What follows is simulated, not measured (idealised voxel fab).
process module | voxel quadruple lines
cross-section cut | 245 nm wide | cells 5 nm
A cross-section is a grid of square cells, given in bands from the top down. A band is one or more rows of cells.
Each band's line starts with the height of the band's top and of its bottom, in nm. Then come its materials from left to right, each with its width in nm. One material with "throughout" fills the band from edge to edge. "air" is empty space.
Height 0 is the level under which the wafer as received is all one material. The lowest band goes on downwards, as in "0 down".
A width such as "30 to 40" changes by the same amount from each row of cells to the next, from the band's top row to its bottom row.
"no change" after a step means that no cell of the cross-section changed.
closed voids: empty space of 8 cells or more with no open way to the top, each as width x height at its distance from the left edge, in nm
after a step's settings: what the simulator itself notes on the step
overlay nm, on a step with a mask: how far to the right of its planned place the mask lay; to the left if negative
plan
1 op RECEIVE | material Si
2 op CONFORMAL_DEP | material Al2O3 | thk nm 5
3 op DIRECTIONAL_DEP | material W | thk nm 10
4 op DIRECTIONAL_DEP | material polySi | thk nm 20
5 op DIRECTIONAL_DEP | material aC | thk nm 20
6 op PATTERN | tone cover | mask id MANDREL | material resist | width nm 35 | pitch nm 100 | thk nm 25 | overlay nm 0
7 op DIRECTIONAL_ETCH | etch materials aC | depth nm 20
8 op STRIP | etch materials resist
9 op CONFORMAL_DEP | material SiO2 | thk nm 15
10 op DIRECTIONAL_ETCH | etch materials SiO2 | depth nm 15
11 op STRIP | etch materials aC
12 op DIRECTIONAL_ETCH | etch materials polySi | depth nm 20
13 op STRIP | etch materials SiO2
14 op CONFORMAL_DEP | material SiN | thk nm 10
15 op DIRECTIONAL_ETCH | etch materials SiN | depth nm 10
16 op STRIP | etch materials polySi
17 op DIRECTIONAL_ETCH | etch materials W | depth nm 10
18 op STRIP | etch materials SiN
first wafer, as planned
as received, after step 1
  0 down: Si throughout
  closed voids: none
after step 2
  5 to 0: Al2O3 throughout
  below 0: unchanged
after step 3
  15 to 5: W throughout
  below 5: unchanged
after step 4
  35 to 15: polySi throughout
  below 15: unchanged
after step 5
  55 to 35: aC throughout
  below 35: unchanged
after step 6
  80 to 55: air 55 | resist 35 | air 65 | resist 35 | air 55
  below 55: unchanged
after step 7
  60 to 55: air 55 | resist 35 | air 65 | resist 35 | air 55
  55 to 35: air 55 | aC 35 | air 65 | aC 35 | air 55
  below 35: unchanged
after step 8
  55 to 35: air 55 | aC 35 | air 65 | aC 35 | air 55
  below 35: unchanged
after step 9
  70 to 55: air 40 | SiO2 65 | air 35 | SiO2 65 | air 40
  55 to 50: air 40 | SiO2 15 | aC 35 | SiO2 15 | air 35 | SiO2 15 | aC 35 | SiO2 15 | air 40
  50 to 35: SiO2 55 | aC 35 | SiO2 65 | aC 35 | SiO2 55
  below 35: unchanged
after step 10
  55 to 35: air 40 | SiO2 15 | aC 35 | SiO2 15 | air 35 | SiO2 15 | aC 35 | SiO2 15 | air 40
  below 35: unchanged
after step 11
  55 to 35: air 40 | SiO2 15 | air 35 | SiO2 15 | air 35 | SiO2 15 | air 35 | SiO2 15 | air 40
  below 35: unchanged
after step 12
  55 to 35: air 40 | SiO2 15 | air 35 | SiO2 15 | air 35 | SiO2 15 | air 35 | SiO2 15 | air 40
  35 to 15: air 40 | polySi 15 | air 35 | polySi 15 | air 35 | polySi 15 | air 35 | polySi 15 | air 40
  below 15: unchanged
after step 13
  35 to 15: air 40 | polySi 15 | air 35 | polySi 15 | air 35 | polySi 15 | air 35 | polySi 15 | air 40
  below 15: unchanged
after step 14
  45 to 35: air 30 | SiN 35 | air 15 | SiN 35 | air 15 | SiN 35 | air 15 | SiN 35 | air 30
  35 to 25: air 30 | SiN 10 | polySi 15 | SiN 10 | air 15 | SiN 10 | polySi 15 | SiN 10 | air 15 | SiN 10 | polySi 15 | SiN 10 | air 15 | SiN 10 | polySi 15 | SiN 10 | air 30
  25 to 15: SiN 40 | polySi 15 | SiN 35 | polySi 15 | SiN 35 | polySi 15 | SiN 35 | polySi 15 | SiN 40
  below 15: unchanged
after step 15
  35 to 15: air 30 | SiN 10 | polySi 15 | SiN 10 | air 15 | SiN 10 | polySi 15 | SiN 10 | air 15 | SiN 10 | polySi 15 | SiN 10 | air 15 | SiN 10 | polySi 15 | SiN 10 | air 30
  below 15: unchanged
after step 16
  35 to 15: air 30 | SiN 10 | air 15 | SiN 10 | air 15 | SiN 10 | air 15 | SiN 10 | air 15 | SiN 10 | air 15 | SiN 10 | air 15 | SiN 10 | air 15 | SiN 10 | air 30
  below 15: unchanged
after step 17
  35 to 15: air 30 | SiN 10 | air 15 | SiN 10 | air 15 | SiN 10 | air 15 | SiN 10 | air 15 | SiN 10 | air 15 | SiN 10 | air 15 | SiN 10 | air 15 | SiN 10 | air 30
  15 to 5: air 30 | W 10 | air 15 | W 10 | air 15 | W 10 | air 15 | W 10 | air 15 | W 10 | air 15 | W 10 | air 15 | W 10 | air 15 | W 10 | air 30
  below 5: unchanged
after step 18
  15 to 5: air 30 | W 10 | air 15 | W 10 | air 15 | W 10 | air 15 | W 10 | air 15 | W 10 | air 15 | W 10 | air 15 | W 10 | air 15 | W 10 | air 30
  below 5: unchanged
second wafer: like start, like plan, one mistake. Through step 14 it matches the first wafer
when step 15 should have ended
  35 to 25: air 40 | polySi 15 | air 35 | polySi 15 | air 35 | polySi 15 | air 35 | polySi 15 | air 40
  25 to 15: air 30 | SiN 10 | polySi 15 | SiN 10 | air 15 | SiN 10 | polySi 15 | SiN 10 | air 15 | SiN 10 | polySi 15 | SiN 10 | air 15 | SiN 10 | polySi 15 | SiN 10 | air 30
  below 15: unchanged
when step 16 should have ended
  25 to 15: air 30 | SiN 10 | air 15 | SiN 10 | air 15 | SiN 10 | air 15 | SiN 10 | air 15 | SiN 10 | air 15 | SiN 10 | air 15 | SiN 10 | air 15 | SiN 10 | air 30
  below 15: unchanged
when step 17 should have ended
  25 to 15: air 30 | SiN 10 | air 15 | SiN 10 | air 15 | SiN 10 | air 15 | SiN 10 | air 15 | SiN 10 | air 15 | SiN 10 | air 15 | SiN 10 | air 15 | SiN 10 | air 30
  15 to 5: air 30 | W 10 | air 15 | W 10 | air 15 | W 10 | air 15 | W 10 | air 15 | W 10 | air 15 | W 10 | air 15 | W 10 | air 15 | W 10 | air 30
  below 5: unchanged
when step 18 should have ended
  15 to 5: air 30 | W 10 | air 15 | W 10 | air 15 | W 10 | air 15 | W 10 | air 15 | W 10 | air 15 | W 10 | air 15 | W 10 | air 15 | W 10 | air 30
  below 5: unchanged
what went wrong: step 15 was run twice
at the end the two cross-sections are the same: no effect in what this model computes
